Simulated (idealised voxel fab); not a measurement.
process module | voxel transistor to metal
cross-section cut | 205 nm wide | cells 5 nm
A cross-section is a grid of square cells, given in bands from the top down. A band is one or more rows of cells.
Each band's line starts with the height of the band's top and of its bottom, in nm. Then come its materials from left to right, each with its width in nm. One material with "throughout" fills the band from edge to edge. "air" is empty space.
Height 0 is the level under which the wafer as received is all one material. The lowest band goes on downwards, as in "0 down".
A width such as "30 to 40" changes by the same amount from each row of cells to the next, from the band's top row to its bottom row.
"no change" after a step means that no cell of the cross-section changed.
closed voids: empty space of 8 cells or more with no open way to the top, each as width x height at its distance from the left edge, in nm
after a step's settings: what the simulator itself notes on the step
overlay nm, on a step with a mask: how far to the right of its planned place the mask lay; to the left if negative
plan
1 op RECEIVE | material Si
2 op OXIDIZE | depth nm 5
3 op CONFORMAL_DEP | material SiN | thk nm 10
4 op DIRECTIONAL_DEP | material aC | thk nm 10
5 op PATTERN | tone cover | mask id ACTIVE | material resist | width nm 100 | thk nm 25 | overlay nm 0
6 op DIRECTIONAL_ETCH | etch materials aC | depth nm 10
7 op STRIP | etch materials resist
8 op DIRECTIONAL_ETCH | etch materials SiN | depth nm 10
9 op DIRECTIONAL_ETCH | etch materials SiO2 | depth nm 5
10 op DIRECTIONAL_ETCH | etch materials Si | depth nm 35
11 op STRIP | etch materials aC
12 op OXIDIZE | depth nm 5
13 op FILL_DEP | material SiO2 | thk nm 5
14 op CMP | height nm 10
15 op SELECTIVE_ETCH | etch materials SiO2 | depth nm 10
16 op STRIP | etch materials SiN
17 op SELECTIVE_ETCH | etch materials SiO2 | depth nm 5
18 op OXIDIZE | depth nm 5
19 op DIRECTIONAL_DEP | material polySi | thk nm 20
20 op DIRECTIONAL_DEP | material SiCN | thk nm 15
21 op PATTERN | tone cover | mask id GATE | material resist | width nm 30 | thk nm 15 | overlay nm 0
22 op DIRECTIONAL_ETCH | etch materials SiCN | depth nm 25
23 op DIRECTIONAL_ETCH | etch materials polySi | depth nm 30
24 op STRIP | etch materials resist
25 op CONFORMAL_DEP | material SiN | thk nm 10
26 op DIRECTIONAL_ETCH | etch materials SiN | depth nm 10
27 op DIRECTIONAL_ETCH | etch materials SiO2 | depth nm 5
28 op DIRECTIONAL_ETCH | etch materials Si | depth nm 10
29 op EPI | material nSi | thk nm 15
30 op FILL_DEP | material SiO2 | thk nm 5
31 op CMP | height nm 15
32 op STRIP | etch materials polySi
33 op SELECTIVE_ETCH | etch materials SiO2 | depth nm 5
34 op CONFORMAL_DEP | material HfO2 | thk nm 5
35 op CONFORMAL_DEP | material TiN | thk nm 5
36 op FILL_DEP | material W | thk nm 5
37 op CMP | height nm 10
38 op DIRECTIONAL_DEP | material SiO2 | thk nm 10
39 op PATTERN | tone open | mask id CONTACT | material resist | width nm 15 | pitch nm 75 | thk nm 20 | overlay nm 0
40 op DIRECTIONAL_ETCH | etch materials SiO2 | depth nm 25
41 op STRIP | etch materials resist
42 op CONFORMAL_DEP | material TiN | thk nm 5
43 op FILL_DEP | material Ru | thk nm 10
44 op CMP | height nm 20
45 op DIRECTIONAL_DEP | material TiN | thk nm 5
46 op DIRECTIONAL_DEP | material Ru | thk nm 20
47 op DIRECTIONAL_DEP | material aC | thk nm 10
48 op PATTERN | tone cover | mask id METAL_1 | material resist | width nm 15 | pitch nm 75 | thk nm 25 | overlay nm 0
49 op DIRECTIONAL_ETCH | etch materials aC | depth nm 10
50 op STRIP | etch materials resist
51 op DIRECTIONAL_ETCH | etch materials Ru | depth nm 20
52 op DIRECTIONAL_ETCH | etch materials TiN | depth nm 5
53 op STRIP | etch materials aC
54 op CONFORMAL_DEP | material SiN | thk nm 5
55 op FILL_DEP | material lowk | thk nm 10
56 op CMP | height nm 45
57 op CONFORMAL_DEP | material SiCN | thk nm 5
58 op DIRECTIONAL_DEP | material lowk | thk nm 30
59 op PATTERN | tone open | mask id METAL_2 | material resist | width nm 15 | pitch nm 75 | thk nm 20 | overlay nm 0
60 op DIRECTIONAL_ETCH | etch materials lowk | depth nm 15
61 op STRIP | etch materials resist
62 op PATTERN | tone open | mask id METAL_2_HOLES | material resist | width nm 15 | pitch nm 75 | thk nm 20 | overlay nm 0
63 op DIRECTIONAL_ETCH | etch materials lowk | depth nm 15
64 op DIRECTIONAL_ETCH | etch materials SiCN | depth nm 5
65 op STRIP | etch materials resist
66 op CONFORMAL_DEP | material TiN | thk nm 5
67 op FILL_DEP | material Ru | thk nm 5
68 op CMP | height nm 80
69 op CONFORMAL_DEP | material SiN | thk nm 5
first wafer, as planned
as received, after step 1
  0 down: Si throughout
  closed voids: none
after step 2
  0 to -5: SiO2 throughout
  below -5: unchanged
after step 3
  10 to 0: SiN throughout
  below 0: unchanged
after step 4
  20 to 10: aC throughout
  below 10: unchanged
after step 5
  45 to 20: air 50 | resist 100 | air 55
  below 20: unchanged
after step 6
  35 to 20: air 50 | resist 100 | air 55
  20 to 10: air 50 | aC 100 | air 55
  below 10: unchanged
after step 7
  20 to 10: air 50 | aC 100 | air 55
  below 10: unchanged
after step 8
  20 to 10: air 50 | aC 100 | air 55
  10 to 0: air 50 | SiN 100 | air 55
  below 0: unchanged
after step 9
  20 to 10: air 50 | aC 100 | air 55
  10 to 0: air 50 | SiN 100 | air 55
  0 to -5: air 50 | SiO2 100 | air 55
  below -5: unchanged
after step 10
  20 to 10: air 50 | aC 100 | air 55
  10 to 0: air 50 | SiN 100 | air 55
  0 to -5: air 50 | SiO2 100 | air 55
  -5 to -40: air 50 | Si 100 | air 55
  below -40: unchanged
after step 11
  10 to 0: air 50 | SiN 100 | air 55
  below 0: unchanged
after step 12
  10 to 0: air 50 | SiN 100 | air 55
  0 to -5: air 50 | SiO2 100 | air 55
  -5 to -40: air 50 | SiO2 5 | Si 90 | SiO2 5 | air 55
  -40 to -45: SiO2 55 | Si 90 | SiO2 60
  below -45: unchanged
after step 13
  15 to 10: SiO2 throughout
  10 to 0: SiO2 50 | SiN 100 | SiO2 55
  0 to -5: SiO2 throughout
  -5 to -45: SiO2 55 | Si 90 | SiO2 60
  below -45: unchanged
after step 14
  10 to 0: SiO2 50 | SiN 100 | SiO2 55
  below 0: unchanged
after step 15
  10 to 0: air 50 | SiN 100 | air 55
  below 0: unchanged
after step 16
  0 to -5: SiO2 throughout
  below -5: unchanged
after step 17
  -5 to -45: SiO2 55 | Si 90 | SiO2 60
  below -45: unchanged
after step 18
  -5 to -10: SiO2 throughout
  below -10: unchanged
after step 19
  15 to -5: polySi throughout
  below -5: unchanged
after step 20
  30 to 15: SiCN throughout
  below 15: unchanged
after step 21
  45 to 30: air 85 | resist 30 | air 90
  below 30: unchanged
after step 22
  45 to 30: air 85 | resist 30 | air 90
  30 to 15: air 85 | SiCN 30 | air 90
  below 15: unchanged
after step 23
  45 to 30: air 85 | resist 30 | air 90
  30 to 15: air 85 | SiCN 30 | air 90
  15 to -5: air 85 | polySi 30 | air 90
  below -5: unchanged
after step 24
  30 to 15: air 85 | SiCN 30 | air 90
  below 15: unchanged
after step 25
  40 to 30: air 75 | SiN 50 | air 80
  30 to 15: air 75 | SiN 10 | SiCN 30 | SiN 10 | air 80
  15 to 5: air 75 | SiN 10 | polySi 30 | SiN 10 | air 80
  5 to -5: SiN 85 | polySi 30 | SiN 90
  below -5: unchanged
after step 26
  30 to 15: air 75 | SiN 10 | SiCN 30 | SiN 10 | air 80
  15 to -5: air 75 | SiN 10 | polySi 30 | SiN 10 | air 80
  below -5: unchanged
after step 27
  30 to 15: air 75 | SiN 10 | SiCN 30 | SiN 10 | air 80
  15 to -5: air 75 | SiN 10 | polySi 30 | SiN 10 | air 80
  -5 to -10: air 75 | SiO2 50 | air 80
  below -10: unchanged
after step 28
  30 to 15: air 75 | SiN 10 | SiCN 30 | SiN 10 | air 80
  15 to -5: air 75 | SiN 10 | polySi 30 | SiN 10 | air 80
  -5 to -10: air 75 | SiO2 50 | air 80
  -10 to -20: SiO2 55 | air 20 | Si 50 | air 20 | SiO2 60
  below -20: unchanged
after step 29
  30 to 15: air 75 | SiN 10 | SiCN 30 | SiN 10 | air 80
  15 to 5: air 75 | SiN 10 | polySi 30 | SiN 10 | air 80
  5 to -5: air 60 | nSi 15 | SiN 10 | polySi 30 | SiN 10 | nSi 15 | air 65
  -5 to -10: air 50 | nSi 25 | SiO2 50 | nSi 25 | air 55
  -10 to -20: SiO2 55 | nSi 20 | Si 50 | nSi 20 | SiO2 60
  below -20: unchanged
after step 30
  35 to 30: SiO2 throughout
  30 to 15: SiO2 75 | SiN 10 | SiCN 30 | SiN 10 | SiO2 80
  15 to 5: SiO2 75 | SiN 10 | polySi 30 | SiN 10 | SiO2 80
  5 to -5: SiO2 60 | nSi 15 | SiN 10 | polySi 30 | SiN 10 | nSi 15 | SiO2 65
  -5 to -10: SiO2 50 | nSi 25 | SiO2 50 | nSi 25 | SiO2 55
  below -10: unchanged
after step 31
  15 to 5: SiO2 75 | SiN 10 | polySi 30 | SiN 10 | SiO2 80
  below 5: unchanged
after step 32
  15 to 5: SiO2 75 | SiN 10 | air 30 | SiN 10 | SiO2 80
  5 to -5: SiO2 60 | nSi 15 | SiN 10 | air 30 | SiN 10 | nSi 15 | SiO2 65
  below -5: unchanged
after step 33
  15 to 10: air 75 | SiN 10 | air 30 | SiN 10 | air 80
  10 to 5: SiO2 75 | SiN 10 | air 30 | SiN 10 | SiO2 80
  5 to -5: SiO2 60 | nSi 15 | SiN 10 | air 30 | SiN 10 | nSi 15 | SiO2 65
  -5 to -10: SiO2 50 | nSi 25 | SiO2 5 | air 40 | SiO2 5 | nSi 25 | SiO2 55
  below -10: unchanged
after step 34
  20 to 15: air 70 | HfO2 20 | air 20 | HfO2 20 | air 75
  15 to 10: HfO2 75 | SiN 10 | HfO2 5 | air 20 | HfO2 5 | SiN 10 | HfO2 80
  10 to 5: SiO2 75 | SiN 10 | HfO2 5 | air 20 | HfO2 5 | SiN 10 | SiO2 80
  5 to -5: SiO2 60 | nSi 15 | SiN 10 | HfO2 5 | air 20 | HfO2 5 | SiN 10 | nSi 15 | SiO2 65
  -5 to -10: SiO2 50 | nSi 25 | SiO2 5 | HfO2 40 | SiO2 5 | nSi 25 | SiO2 55
  below -10: unchanged
after step 35
  25 to 20: air 65 | TiN 30 | air 10 | TiN 30 | air 70
  20 to 15: TiN 70 | HfO2 20 | TiN 5 | air 10 | TiN 5 | HfO2 20 | TiN 75
  15 to 10: HfO2 75 | SiN 10 | HfO2 5 | TiN 5 | air 10 | TiN 5 | HfO2 5 | SiN 10 | HfO2 80
  10 to 5: SiO2 75 | SiN 10 | HfO2 5 | TiN 5 | air 10 | TiN 5 | HfO2 5 | SiN 10 | SiO2 80
  5 to 0: SiO2 60 | nSi 15 | SiN 10 | HfO2 5 | TiN 5 | air 10 | TiN 5 | HfO2 5 | SiN 10 | nSi 15 | SiO2 65
  0 to -5: SiO2 60 | nSi 15 | SiN 10 | HfO2 5 | TiN 20 | HfO2 5 | SiN 10 | nSi 15 | SiO2 65
  below -5: unchanged
after step 36
  30 to 25: W throughout
  25 to 20: W 65 | TiN 30 | W 10 | TiN 30 | W 70
  20 to 15: TiN 70 | HfO2 20 | TiN 5 | W 10 | TiN 5 | HfO2 20 | TiN 75
  15 to 10: HfO2 75 | SiN 10 | HfO2 5 | TiN 5 | W 10 | TiN 5 | HfO2 5 | SiN 10 | HfO2 80
  10 to 5: SiO2 75 | SiN 10 | HfO2 5 | TiN 5 | W 10 | TiN 5 | HfO2 5 | SiN 10 | SiO2 80
  5 to 0: SiO2 60 | nSi 15 | SiN 10 | HfO2 5 | TiN 5 | W 10 | TiN 5 | HfO2 5 | SiN 10 | nSi 15 | SiO2 65
  below 0: unchanged
after step 37
  10 to 5: SiO2 75 | SiN 10 | HfO2 5 | TiN 5 | W 10 | TiN 5 | HfO2 5 | SiN 10 | SiO2 80
  below 5: unchanged
after step 38
  20 to 10: SiO2 throughout
  below 10: unchanged
after step 39
  40 to 20: resist 55 | air 15 | resist 60 | air 15 | resist 60
  below 20: unchanged
after step 40
  40 to 20: resist 55 | air 15 | resist 60 | air 15 | resist 60
  20 to 10: SiO2 55 | air 15 | SiO2 60 | air 15 | SiO2 60
  10 to 5: SiO2 55 | air 15 | SiO2 5 | SiN 10 | HfO2 5 | TiN 5 | W 10 | TiN 5 | HfO2 5 | SiN 10 | SiO2 5 | air 15 | SiO2 60
  5 to 0: SiO2 55 | air 5 | nSi 15 | SiN 10 | HfO2 5 | TiN 5 | W 10 | TiN 5 | HfO2 5 | SiN 10 | nSi 15 | air 5 | SiO2 60
  0 to -5: SiO2 55 | air 5 | nSi 15 | SiN 10 | HfO2 5 | TiN 20 | HfO2 5 | SiN 10 | nSi 15 | air 5 | SiO2 60
  below -5: unchanged
after step 41
  20 to 10: SiO2 55 | air 15 | SiO2 60 | air 15 | SiO2 60
  below 10: unchanged
after step 42
  25 to 20: TiN 60 | air 5 | TiN 70 | air 5 | TiN 65
  20 to 10: SiO2 55 | TiN 5 | air 5 | TiN 5 | SiO2 60 | TiN 5 | air 5 | TiN 5 | SiO2 60
  10 to 5: SiO2 55 | TiN 15 | SiO2 5 | SiN 10 | HfO2 5 | TiN 5 | W 10 | TiN 5 | HfO2 5 | SiN 10 | SiO2 5 | TiN 15 | SiO2 60
  5 to 0: SiO2 55 | TiN 5 | nSi 15 | SiN 10 | HfO2 5 | TiN 5 | W 10 | TiN 5 | HfO2 5 | SiN 10 | nSi 15 | TiN 5 | SiO2 60
  0 to -5: SiO2 55 | TiN 5 | nSi 15 | SiN 10 | HfO2 5 | TiN 20 | HfO2 5 | SiN 10 | nSi 15 | TiN 5 | SiO2 60
  below -5: unchanged
after step 43
  35 to 25: Ru throughout
  25 to 20: TiN 60 | Ru 5 | TiN 70 | Ru 5 | TiN 65
  20 to 10: SiO2 55 | TiN 5 | Ru 5 | TiN 5 | SiO2 60 | TiN 5 | Ru 5 | TiN 5 | SiO2 60
  below 10: unchanged
after step 44
  20 to 10: SiO2 55 | TiN 5 | Ru 5 | TiN 5 | SiO2 60 | TiN 5 | Ru 5 | TiN 5 | SiO2 60
  below 10: unchanged
after step 45
  25 to 20: TiN throughout
  below 20: unchanged
after step 46
  45 to 25: Ru throughout
  below 25: unchanged
after step 47
  55 to 45: aC throughout
  below 45: unchanged
after step 48
  80 to 55: air 55 | resist 15 | air 60 | resist 15 | air 60
  below 55: unchanged
after step 49
  70 to 55: air 55 | resist 15 | air 60 | resist 15 | air 60
  55 to 45: air 55 | aC 15 | air 60 | aC 15 | air 60
  below 45: unchanged
after step 50
  55 to 45: air 55 | aC 15 | air 60 | aC 15 | air 60
  below 45: unchanged
after step 51
  55 to 45: air 55 | aC 15 | air 60 | aC 15 | air 60
  45 to 25: air 55 | Ru 15 | air 60 | Ru 15 | air 60
  below 25: unchanged
after step 52
  55 to 45: air 55 | aC 15 | air 60 | aC 15 | air 60
  45 to 25: air 55 | Ru 15 | air 60 | Ru 15 | air 60
  25 to 20: air 55 | TiN 15 | air 60 | TiN 15 | air 60
  below 20: unchanged
after step 53
  45 to 25: air 55 | Ru 15 | air 60 | Ru 15 | air 60
  below 25: unchanged
after step 54
  50 to 45: air 50 | SiN 25 | air 50 | SiN 25 | air 55
  45 to 25: air 50 | SiN 5 | Ru 15 | SiN 5 | air 50 | SiN 5 | Ru 15 | SiN 5 | air 55
  25 to 20: SiN 55 | TiN 15 | SiN 60 | TiN 15 | SiN 60
  below 20: unchanged
after step 55
  60 to 50: lowk throughout
  50 to 45: lowk 50 | SiN 25 | lowk 50 | SiN 25 | lowk 55
  45 to 25: lowk 50 | SiN 5 | Ru 15 | SiN 5 | lowk 50 | SiN 5 | Ru 15 | SiN 5 | lowk 55
  below 25: unchanged
after step 56
  45 to 25: lowk 50 | SiN 5 | Ru 15 | SiN 5 | lowk 50 | SiN 5 | Ru 15 | SiN 5 | lowk 55
  below 25: unchanged
after step 57
  50 to 45: SiCN throughout
  below 45: unchanged
after step 58
  80 to 50: lowk throughout
  below 50: unchanged
after step 59
  100 to 80: resist 55 | air 15 | resist 60 | air 15 | resist 60
  below 80: unchanged
after step 60
  100 to 80: resist 55 | air 15 | resist 60 | air 15 | resist 60
  80 to 65: lowk 55 | air 15 | lowk 60 | air 15 | lowk 60
  below 65: unchanged
after step 61
  80 to 65: lowk 55 | air 15 | lowk 60 | air 15 | lowk 60
  below 65: unchanged
after step 62
  100 to 80: resist 55 | air 15 | resist 60 | air 15 | resist 60
  below 80: unchanged
after step 63
  100 to 80: resist 55 | air 15 | resist 60 | air 15 | resist 60
  80 to 50: lowk 55 | air 15 | lowk 60 | air 15 | lowk 60
  below 50: unchanged
after step 64
  100 to 80: resist 55 | air 15 | resist 60 | air 15 | resist 60
  80 to 50: lowk 55 | air 15 | lowk 60 | air 15 | lowk 60
  50 to 45: SiCN 55 | air 15 | SiCN 60 | air 15 | SiCN 60
  below 45: unchanged
after step 65
  80 to 50: lowk 55 | air 15 | lowk 60 | air 15 | lowk 60
  below 50: unchanged
after step 66
  85 to 80: TiN 60 | air 5 | TiN 70 | air 5 | TiN 65
  80 to 50: lowk 55 | TiN 5 | air 5 | TiN 5 | lowk 60 | TiN 5 | air 5 | TiN 5 | lowk 60
  50 to 45: SiCN 55 | TiN 15 | SiCN 60 | TiN 15 | SiCN 60
  below 45: unchanged
after step 67
  90 to 85: Ru throughout
  85 to 80: TiN 60 | Ru 5 | TiN 70 | Ru 5 | TiN 65
  80 to 50: lowk 55 | TiN 5 | Ru 5 | TiN 5 | lowk 60 | TiN 5 | Ru 5 | TiN 5 | lowk 60
  below 50: unchanged
after step 68
  80 to 50: lowk 55 | TiN 5 | Ru 5 | TiN 5 | lowk 60 | TiN 5 | Ru 5 | TiN 5 | lowk 60
  below 50: unchanged
after step 69
  85 to 80: SiN throughout
  below 80: unchanged
second wafer: like start, like plan, one mistake. Through step 20 it matches the first wafer
when step 21 should have ended
  45 to 30: resist 85 | air 30 | resist 90
  below 30: unchanged
when step 22 should have ended
  45 to 30: resist 85 | air 30 | resist 90
  30 to 15: SiCN 85 | air 30 | SiCN 90
  below 15: unchanged
when step 23 should have ended
  45 to 30: resist 85 | air 30 | resist 90
  30 to 15: SiCN 85 | air 30 | SiCN 90
  15 to -5: polySi 85 | air 30 | polySi 90
  below -5: unchanged
when step 24 should have ended
  30 to 15: SiCN 85 | air 30 | SiCN 90
  below 15: unchanged
when step 25 should have ended
  40 to 30: SiN 95 | air 10 | SiN 100
  30 to 15: SiCN 85 | SiN 10 | air 10 | SiN 10 | SiCN 90
  15 to 5: polySi 85 | SiN 10 | air 10 | SiN 10 | polySi 90
  5 to -5: polySi 85 | SiN 30 | polySi 90
  below -5: unchanged
when step 26 should have ended
  30 to 15: SiCN 85 | SiN 10 | air 10 | SiN 10 | SiCN 90
  15 to -5: polySi 85 | SiN 10 | air 10 | SiN 10 | polySi 90
  below -5: unchanged
when step 27 should have ended
  30 to 15: SiCN 85 | SiN 10 | air 10 | SiN 10 | SiCN 90
  15 to -5: polySi 85 | SiN 10 | air 10 | SiN 10 | polySi 90
  -5 to -10: SiO2 95 | air 10 | SiO2 100
  below -10: unchanged
when step 28 should have ended
  30 to 15: SiCN 85 | SiN 10 | air 10 | SiN 10 | SiCN 90
  15 to -5: polySi 85 | SiN 10 | air 10 | SiN 10 | polySi 90
  -5 to -10: SiO2 95 | air 10 | SiO2 100
  -10 to -20: SiO2 55 | Si 40 | air 10 | Si 40 | SiO2 60
  below -20: unchanged
when step 29 should have ended
  30 to 15: SiCN 85 | SiN 10 | air 10 | SiN 10 | SiCN 90
  15 to 5: polySi 85 | SiN 10 | air 10 | SiN 10 | polySi 90
  5 to -5: polySi 85 | SiN 10 | nSi 10 | SiN 10 | polySi 90
  -5 to -10: SiO2 95 | nSi 10 | SiO2 100
  -10 to -20: SiO2 55 | Si 40 | nSi 10 | Si 40 | SiO2 60
  below -20: unchanged
when step 30 should have ended
  35 to 30: SiO2 throughout
  30 to 15: SiCN 85 | SiN 10 | SiO2 10 | SiN 10 | SiCN 90
  15 to 5: polySi 85 | SiN 10 | SiO2 10 | SiN 10 | polySi 90
  below 5: unchanged
when step 31 should have ended
  15 to 5: polySi 85 | SiN 10 | SiO2 10 | SiN 10 | polySi 90
  below 5: unchanged
when step 32 should have ended
  15 to 5: air 85 | SiN 10 | SiO2 10 | SiN 10 | air 90
  5 to -5: air 85 | SiN 10 | nSi 10 | SiN 10 | air 90
  below -5: unchanged
when step 33 should have ended
  15 to 10: air 85 | SiN 10 | air 10 | SiN 10 | air 90
  10 to 5: air 85 | SiN 10 | SiO2 10 | SiN 10 | air 90
  5 to -5: air 85 | SiN 10 | nSi 10 | SiN 10 | air 90
  -5 to -10: air 90 | SiO2 5 | nSi 10 | SiO2 5 | air 95
  below -10: unchanged
when step 34 should have ended
  20 to 15: air 80 | HfO2 40 | air 85
  15 to 10: air 80 | HfO2 5 | SiN 10 | HfO2 10 | SiN 10 | HfO2 5 | air 85
  10 to 5: air 80 | HfO2 5 | SiN 10 | SiO2 10 | SiN 10 | HfO2 5 | air 85
  5 to -5: air 80 | HfO2 5 | SiN 10 | nSi 10 | SiN 10 | HfO2 5 | air 85
  -5 to -10: HfO2 90 | SiO2 5 | nSi 10 | SiO2 5 | HfO2 95
  below -10: unchanged
when step 35 should have ended
  25 to 20: air 75 | TiN 50 | air 80
  20 to 15: air 75 | TiN 5 | HfO2 40 | TiN 5 | air 80
  15 to 10: air 75 | TiN 5 | HfO2 5 | SiN 10 | HfO2 10 | SiN 10 | HfO2 5 | TiN 5 | air 80
  10 to 5: air 75 | TiN 5 | HfO2 5 | SiN 10 | SiO2 10 | SiN 10 | HfO2 5 | TiN 5 | air 80
  5 to 0: air 75 | TiN 5 | HfO2 5 | SiN 10 | nSi 10 | SiN 10 | HfO2 5 | TiN 5 | air 80
  0 to -5: TiN 80 | HfO2 5 | SiN 10 | nSi 10 | SiN 10 | HfO2 5 | TiN 85
  below -5: unchanged
when step 36 should have ended
  30 to 25: W throughout
  25 to 20: W 75 | TiN 50 | W 80
  20 to 15: W 75 | TiN 5 | HfO2 40 | TiN 5 | W 80
  15 to 10: W 75 | TiN 5 | HfO2 5 | SiN 10 | HfO2 10 | SiN 10 | HfO2 5 | TiN 5 | W 80
  10 to 5: W 75 | TiN 5 | HfO2 5 | SiN 10 | SiO2 10 | SiN 10 | HfO2 5 | TiN 5 | W 80
  5 to 0: W 75 | TiN 5 | HfO2 5 | SiN 10 | nSi 10 | SiN 10 | HfO2 5 | TiN 5 | W 80
  below 0: unchanged
when step 37 should have ended
  10 to 5: W 75 | TiN 5 | HfO2 5 | SiN 10 | SiO2 10 | SiN 10 | HfO2 5 | TiN 5 | W 80
  below 5: unchanged
when step 38 should have ended
  20 to 10: SiO2 throughout
  below 10: unchanged
when step 39 should have ended
  40 to 20: resist 55 | air 15 | resist 60 | air 15 | resist 60
  below 20: unchanged
when step 40 should have ended
  40 to 20: resist 55 | air 15 | resist 60 | air 15 | resist 60
  20 to 10: SiO2 55 | air 15 | SiO2 60 | air 15 | SiO2 60
  below 10: unchanged
when step 41 should have ended
  20 to 10: SiO2 55 | air 15 | SiO2 60 | air 15 | SiO2 60
  below 10: unchanged
when step 42 should have ended
  25 to 20: TiN 60 | air 5 | TiN 70 | air 5 | TiN 65
  20 to 15: SiO2 55 | TiN 5 | air 5 | TiN 5 | SiO2 60 | TiN 5 | air 5 | TiN 5 | SiO2 60
  15 to 10: SiO2 55 | TiN 15 | SiO2 60 | TiN 15 | SiO2 60
  below 10: unchanged
when step 43 should have ended
  35 to 25: Ru throughout
  25 to 20: TiN 60 | Ru 5 | TiN 70 | Ru 5 | TiN 65
  20 to 15: SiO2 55 | TiN 5 | Ru 5 | TiN 5 | SiO2 60 | TiN 5 | Ru 5 | TiN 5 | SiO2 60
  below 15: unchanged
when step 44 should have ended
  20 to 15: SiO2 55 | TiN 5 | Ru 5 | TiN 5 | SiO2 60 | TiN 5 | Ru 5 | TiN 5 | SiO2 60
  below 15: unchanged
when step 45 should have ended
  25 to 20: TiN throughout
  below 20: unchanged
when step 46 should have ended
  45 to 25: Ru throughout
  below 25: unchanged
when step 47 should have ended
  55 to 45: aC throughout
  below 45: unchanged
when step 48 should have ended
  80 to 55: air 55 | resist 15 | air 60 | resist 15 | air 60
  below 55: unchanged
when step 49 should have ended
  70 to 55: air 55 | resist 15 | air 60 | resist 15 | air 60
  55 to 45: air 55 | aC 15 | air 60 | aC 15 | air 60
  below 45: unchanged
when step 50 should have ended
  55 to 45: air 55 | aC 15 | air 60 | aC 15 | air 60
  below 45: unchanged
when step 51 should have ended
  55 to 45: air 55 | aC 15 | air 60 | aC 15 | air 60
  45 to 25: air 55 | Ru 15 | air 60 | Ru 15 | air 60
  below 25: unchanged
when step 52 should have ended
  55 to 45: air 55 | aC 15 | air 60 | aC 15 | air 60
  45 to 25: air 55 | Ru 15 | air 60 | Ru 15 | air 60
  25 to 20: air 55 | TiN 15 | air 60 | TiN 15 | air 60
  below 20: unchanged
when step 53 should have ended
  45 to 25: air 55 | Ru 15 | air 60 | Ru 15 | air 60
  below 25: unchanged
when step 54 should have ended
  50 to 45: air 50 | SiN 25 | air 50 | SiN 25 | air 55
  45 to 25: air 50 | SiN 5 | Ru 15 | SiN 5 | air 50 | SiN 5 | Ru 15 | SiN 5 | air 55
  25 to 20: SiN 55 | TiN 15 | SiN 60 | TiN 15 | SiN 60
  below 20: unchanged
when step 55 should have ended
  60 to 50: lowk throughout
  50 to 45: lowk 50 | SiN 25 | lowk 50 | SiN 25 | lowk 55
  45 to 25: lowk 50 | SiN 5 | Ru 15 | SiN 5 | lowk 50 | SiN 5 | Ru 15 | SiN 5 | lowk 55
  below 25: unchanged
when step 56 should have ended
  45 to 25: lowk 50 | SiN 5 | Ru 15 | SiN 5 | lowk 50 | SiN 5 | Ru 15 | SiN 5 | lowk 55
  below 25: unchanged
when step 57 should have ended
  50 to 45: SiCN throughout
  below 45: unchanged
when step 58 should have ended
  80 to 50: lowk throughout
  below 50: unchanged
when step 59 should have ended
  100 to 80: resist 55 | air 15 | resist 60 | air 15 | resist 60
  below 80: unchanged
when step 60 should have ended
  100 to 80: resist 55 | air 15 | resist 60 | air 15 | resist 60
  80 to 65: lowk 55 | air 15 | lowk 60 | air 15 | lowk 60
  below 65: unchanged
when step 61 should have ended
  80 to 65: lowk 55 | air 15 | lowk 60 | air 15 | lowk 60
  below 65: unchanged
when step 62 should have ended
  100 to 80: resist 55 | air 15 | resist 60 | air 15 | resist 60
  below 80: unchanged
when step 63 should have ended
  100 to 80: resist 55 | air 15 | resist 60 | air 15 | resist 60
  80 to 50: lowk 55 | air 15 | lowk 60 | air 15 | lowk 60
  below 50: unchanged
when step 64 should have ended
  100 to 80: resist 55 | air 15 | resist 60 | air 15 | resist 60
  80 to 50: lowk 55 | air 15 | lowk 60 | air 15 | lowk 60
  50 to 45: SiCN 55 | air 15 | SiCN 60 | air 15 | SiCN 60
  below 45: unchanged
when step 65 should have ended
  80 to 50: lowk 55 | air 15 | lowk 60 | air 15 | lowk 60
  below 50: unchanged
when step 66 should have ended
  85 to 80: TiN 60 | air 5 | TiN 70 | air 5 | TiN 65
  80 to 50: lowk 55 | TiN 5 | air 5 | TiN 5 | lowk 60 | TiN 5 | air 5 | TiN 5 | lowk 60
  50 to 45: SiCN 55 | TiN 15 | SiCN 60 | TiN 15 | SiCN 60
  below 45: unchanged
when step 67 should have ended
  90 to 85: Ru throughout
  85 to 80: TiN 60 | Ru 5 | TiN 70 | Ru 5 | TiN 65
  80 to 50: lowk 55 | TiN 5 | Ru 5 | TiN 5 | lowk 60 | TiN 5 | Ru 5 | TiN 5 | lowk 60
  below 50: unchanged
when step 68 should have ended
  80 to 50: lowk 55 | TiN 5 | Ru 5 | TiN 5 | lowk 60 | TiN 5 | Ru 5 | TiN 5 | lowk 60
  below 50: unchanged
when step 69 should have ended
  85 to 80: SiN throughout
  below 80: unchanged
what went wrong: step 21 ran as: op PATTERN | tone open | mask id GATE | material resist | width nm 30 | thk nm 15 | overlay nm 0
at the end the second wafer has, in cells: 29 more of HfO2 | 2 fewer of Ru | 12 more of Si | 90 fewer of SiO2 | 21 more of TiN | 58 more of W | 28 fewer of nSi
